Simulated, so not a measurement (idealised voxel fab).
voxel trench capacitor: a process module
Each square cell in cross-section cut measures 5 nm, and the section as a whole is 225 nm wide.
Reading order for cross-sections: top band down to bottom band. Underlying form: a grid of square cells. Band size: one or more rows of cells. What a band's entry tells you: where the top is and where the bottom is, as heights in nm, and after that what lies inside, material by material from left to right, each with its width in nm. Empty space is written as the word "air", and a single material marked with the word "everywhere" occupies the band from edge to edge. Heads up on the height convention: 0 is the point under which the incoming wafer is all one material, and the lowest band has no bottom, it just keeps going down, like "top 0, no bottom". Quick explanation for "30 to 40": the width changes in equal steps down the rows of cells, from the first number in the band's top row to the second number in its bottom row. "no modifications" -> step changed no cross-section cell. Voids, enclosed: empty space of 8 cells or more with no open way to the top, each as width x height at its distance from the left edge, in nm. Whatever follows a step's settings on its line is a remark the simulator itself makes about that step. overlay nm: on a step with a mask, how far right of its planned place the mask lay; negative means left.
Here's what the planned process steps look like
step 1: RECEIVE [material Si]
step 2: CONFORMAL_DEP [material SiN] [thk nm 5]
step 3: PATTERN [tone open] [mask id TRENCH] [material resist] [width nm 30] [pitch nm 55] [thk nm 20] [overlay nm 0]
step 4: DIRECTIONAL_ETCH [etch materials SiN] [depth nm 5]
step 5: DIRECTIONAL_ETCH [etch materials Si] [depth nm 35]
step 6: STRIP [etch materials resist]
step 7: CONFORMAL_DEP [material Al2O3] [thk nm 5]
step 8: CONFORMAL_DEP [material TiN] [thk nm 5]
step 9: FILL_DEP [material W] [thk nm 5]
step 10: CMP [height nm 5]
First of two wafers - as planned
Cross-section of the wafer upon arrival, representing the state reached after step 1
> top 0, no bottom: Si everywhere
> Voids, enclosed: none
State of the wafer after step 2, shown in cross-section
> top 5, bottom 0: SiN everywhere
> No changes below 0.
State of the wafer after step 3, shown in cross-section
> top 25, bottom 5: resist=40 | air=30 | resist=25 | air=30 | resist=25 | air=30 | resist=45
> No changes below 5.
State of the wafer after step 4, shown in cross-section
> top 25, bottom 5: resist=40 | air=30 | resist=25 | air=30 | resist=25 | air=30 | resist=45
> top 5, bottom 0: SiN=40 | air=30 | SiN=25 | air=30 | SiN=25 | air=30 | SiN=45
> No changes below 0.
State of the wafer after step 5, shown in cross-section
> top 25, bottom 5: resist=40 | air=30 | resist=25 | air=30 | resist=25 | air=30 | resist=45
> top 5, bottom 0: SiN=40 | air=30 | SiN=25 | air=30 | SiN=25 | air=30 | SiN=45
> top 0, bottom -35: Si=40 | air=30 | Si=25 | air=30 | Si=25 | air=30 | Si=45
> No changes below -35.
State of the wafer after step 6, shown in cross-section
> top 5, bottom 0: SiN=40 | air=30 | SiN=25 | air=30 | SiN=25 | air=30 | SiN=45
> No changes below 0.
State of the wafer after step 7, shown in cross-section
> top 10, bottom 5: Al2O3=45 | air=20 | Al2O3=35 | air=20 | Al2O3=35 | air=20 | Al2O3=50
> top 5, bottom 0: SiN=40 | Al2O3=5 | air=20 | Al2O3=5 | SiN=25 | Al2O3=5 | air=20 | Al2O3=5 | SiN=25 | Al2O3=5 | air=20 | Al2O3=5 | SiN=45
> top 0, bottom -30: Si=40 | Al2O3=5 | air=20 | Al2O3=5 | Si=25 | Al2O3=5 | air=20 | Al2O3=5 | Si=25 | Al2O3=5 | air=20 | Al2O3=5 | Si=45
> top -30, bottom -35: Si=40 | Al2O3=30 | Si=25 | Al2O3=30 | Si=25 | Al2O3=30 | Si=45
> No changes below -35.
State of the wafer after step 8, shown in cross-section
> top 15, bottom 10: TiN=50 | air=10 | TiN=45 | air=10 | TiN=45 | air=10 | TiN=55
> top 10, bottom 5: Al2O3=45 | TiN=5 | air=10 | TiN=5 | Al2O3=35 | TiN=5 | air=10 | TiN=5 | Al2O3=35 | TiN=5 | air=10 | TiN=5 | Al2O3=50
> top 5, bottom 0: SiN=40 | Al2O3=5 | TiN=5 | air=10 | TiN=5 | Al2O3=5 | SiN=25 | Al2O3=5 | TiN=5 | air=10 | TiN=5 | Al2O3=5 | SiN=25 | Al2O3=5 | TiN=5 | air=10 | TiN=5 | Al2O3=5 | SiN=45
> top 0, bottom -25: Si=40 | Al2O3=5 | TiN=5 | air=10 | TiN=5 | Al2O3=5 | Si=25 | Al2O3=5 | TiN=5 | air=10 | TiN=5 | Al2O3=5 | Si=25 | Al2O3=5 | TiN=5 | air=10 | TiN=5 | Al2O3=5 | Si=45
> top -25, bottom -30: Si=40 | Al2O3=5 | TiN=20 | Al2O3=5 | Si=25 | Al2O3=5 | TiN=20 | Al2O3=5 | Si=25 | Al2O3=5 | TiN=20 | Al2O3=5 | Si=45
> No changes below -30.
State of the wafer after step 9, shown in cross-section
> top 20, bottom 15: W everywhere
> top 15, bottom 10: TiN=50 | W=10 | TiN=45 | W=10 | TiN=45 | W=10 | TiN=55
> top 10, bottom 5: Al2O3=45 | TiN=5 | W=10 | TiN=5 | Al2O3=35 | TiN=5 | W=10 | TiN=5 | Al2O3=35 | TiN=5 | W=10 | TiN=5 | Al2O3=50
> top 5, bottom 0: SiN=40 | Al2O3=5 | TiN=5 | W=10 | TiN=5 | Al2O3=5 | SiN=25 | Al2O3=5 | TiN=5 | W=10 | TiN=5 | Al2O3=5 | SiN=25 | Al2O3=5 | TiN=5 | W=10 | TiN=5 | Al2O3=5 | SiN=45
> top 0, bottom -25: Si=40 | Al2O3=5 | TiN=5 | W=10 | TiN=5 | Al2O3=5 | Si=25 | Al2O3=5 | TiN=5 | W=10 | TiN=5 | Al2O3=5 | Si=25 | Al2O3=5 | TiN=5 | W=10 | TiN=5 | Al2O3=5 | Si=45
> No changes below -25.
State of the wafer after step 10, shown in cross-section
> top 5, bottom 0: SiN=40 | Al2O3=5 | TiN=5 | W=10 | TiN=5 | Al2O3=5 | SiN=25 | Al2O3=5 | TiN=5 | W=10 | TiN=5 | Al2O3=5 | SiN=25 | Al2O3=5 | TiN=5 | W=10 | TiN=5 | Al2O3=5 | SiN=45
> No changes below 0.
The second wafer: identical to the first at the outset and in its planned sequence, differing only in that one mistake was made during processing; up to and including step 2, its path is the first wafer's path
Second wafer, cut view, end of step 3 per plan
> top 25, bottom 5: air=40 | resist=30 | air=25 | resist=30 | air=25 | resist=30 | air=45
> No changes below 5.
Second wafer, cut view, end of step 4 per plan
> top 25, bottom 5: air=40 | resist=30 | air=25 | resist=30 | air=25 | resist=30 | air=45
> top 5, bottom 0: air=40 | SiN=30 | air=25 | SiN=30 | air=25 | SiN=30 | air=45
> No changes below 0.
Second wafer, cut view, end of step 5 per plan
> top 25, bottom 5: air=40 | resist=30 | air=25 | resist=30 | air=25 | resist=30 | air=45
> top 5, bottom 0: air=40 | SiN=30 | air=25 | SiN=30 | air=25 | SiN=30 | air=45
> top 0, bottom -35: air=40 | Si=30 | air=25 | Si=30 | air=25 | Si=30 | air=45
> No changes below -35.
Second wafer, cut view, end of step 6 per plan
> top 5, bottom 0: air=40 | SiN=30 | air=25 | SiN=30 | air=25 | SiN=30 | air=45
> No changes below 0.
Second wafer, cut view, end of step 7 per plan
> top 10, bottom 5: air=35 | Al2O3=40 | air=15 | Al2O3=40 | air=15 | Al2O3=40 | air=40
> top 5, bottom 0: air=35 | Al2O3=5 | SiN=30 | Al2O3=5 | air=15 | Al2O3=5 | SiN=30 | Al2O3=5 | air=15 | Al2O3=5 | SiN=30 | Al2O3=5 | air=40
> top 0, bottom -30: air=35 | Al2O3=5 | Si=30 | Al2O3=5 | air=15 | Al2O3=5 | Si=30 | Al2O3=5 | air=15 | Al2O3=5 | Si=30 | Al2O3=5 | air=40
> top -30, bottom -35: Al2O3=40 | Si=30 | Al2O3=25 | Si=30 | Al2O3=25 | Si=30 | Al2O3=45
> No changes below -35.
Second wafer, cut view, end of step 8 per plan
> top 15, bottom 10: air=30 | TiN=50 | air=5 | TiN=50 | air=5 | TiN=50 | air=35
> top 10, bottom 5: air=30 | TiN=5 | Al2O3=40 | TiN=5 | air=5 | TiN=5 | Al2O3=40 | TiN=5 | air=5 | TiN=5 | Al2O3=40 | TiN=5 | air=35
> top 5, bottom 0: air=30 | TiN=5 | Al2O3=5 | SiN=30 | Al2O3=5 | TiN=5 | air=5 | TiN=5 | Al2O3=5 | SiN=30 | Al2O3=5 | TiN=5 | air=5 | TiN=5 | Al2O3=5 | SiN=30 | Al2O3=5 | TiN=5 | air=35
> top 0, bottom -25: air=30 | TiN=5 | Al2O3=5 | Si=30 | Al2O3=5 | TiN=5 | air=5 | TiN=5 | Al2O3=5 | Si=30 | Al2O3=5 | TiN=5 | air=5 | TiN=5 | Al2O3=5 | Si=30 | Al2O3=5 | TiN=5 | air=35
> top -25, bottom -30: TiN=35 | Al2O3=5 | Si=30 | Al2O3=5 | TiN=15 | Al2O3=5 | Si=30 | Al2O3=5 | TiN=15 | Al2O3=5 | Si=30 | Al2O3=5 | TiN=40
> No changes below -30.
Second wafer, cut view, end of step 9 per plan
> top 20, bottom 15: W everywhere
> top 15, bottom 10: W=30 | TiN=50 | W=5 | TiN=50 | W=5 | TiN=50 | W=35
> top 10, bottom 5: W=30 | TiN=5 | Al2O3=40 | TiN=5 | W=5 | TiN=5 | Al2O3=40 | TiN=5 | W=5 | TiN=5 | Al2O3=40 | TiN=5 | W=35
> top 5, bottom 0: W=30 | TiN=5 | Al2O3=5 | SiN=30 | Al2O3=5 | TiN=5 | W=5 | TiN=5 | Al2O3=5 | SiN=30 | Al2O3=5 | TiN=5 | W=5 | TiN=5 | Al2O3=5 | SiN=30 | Al2O3=5 | TiN=5 | W=35
> top 0, bottom -25: W=30 | TiN=5 | Al2O3=5 | Si=30 | Al2O3=5 | TiN=5 | W=5 | TiN=5 | Al2O3=5 | Si=30 | Al2O3=5 | TiN=5 | W=5 | TiN=5 | Al2O3=5 | Si=30 | Al2O3=5 | TiN=5 | W=35
> No changes below -25.
Second wafer, cut view, end of step 10 per plan
> top 5, bottom 0: W=30 | TiN=5 | Al2O3=5 | SiN=30 | Al2O3=5 | TiN=5 | W=5 | TiN=5 | Al2O3=5 | SiN=30 | Al2O3=5 | TiN=5 | W=5 | TiN=5 | Al2O3=5 | SiN=30 | Al2O3=5 | TiN=5 | W=35
> No changes below 0.
The plan and the run diverged here: step 3 did not happen as planned, as run it was PATTERN [tone cover] [mask id TRENCH] [material resist] [width nm 30] [pitch nm 55] [thk nm 20] [overlay nm 0]
Wafer comparison, final, in cells, second relative to first, materials more or fewer: Al2O3: 9 more; Si: 63 fewer; SiN: 9 fewer; TiN: 9 more; W: 54 more
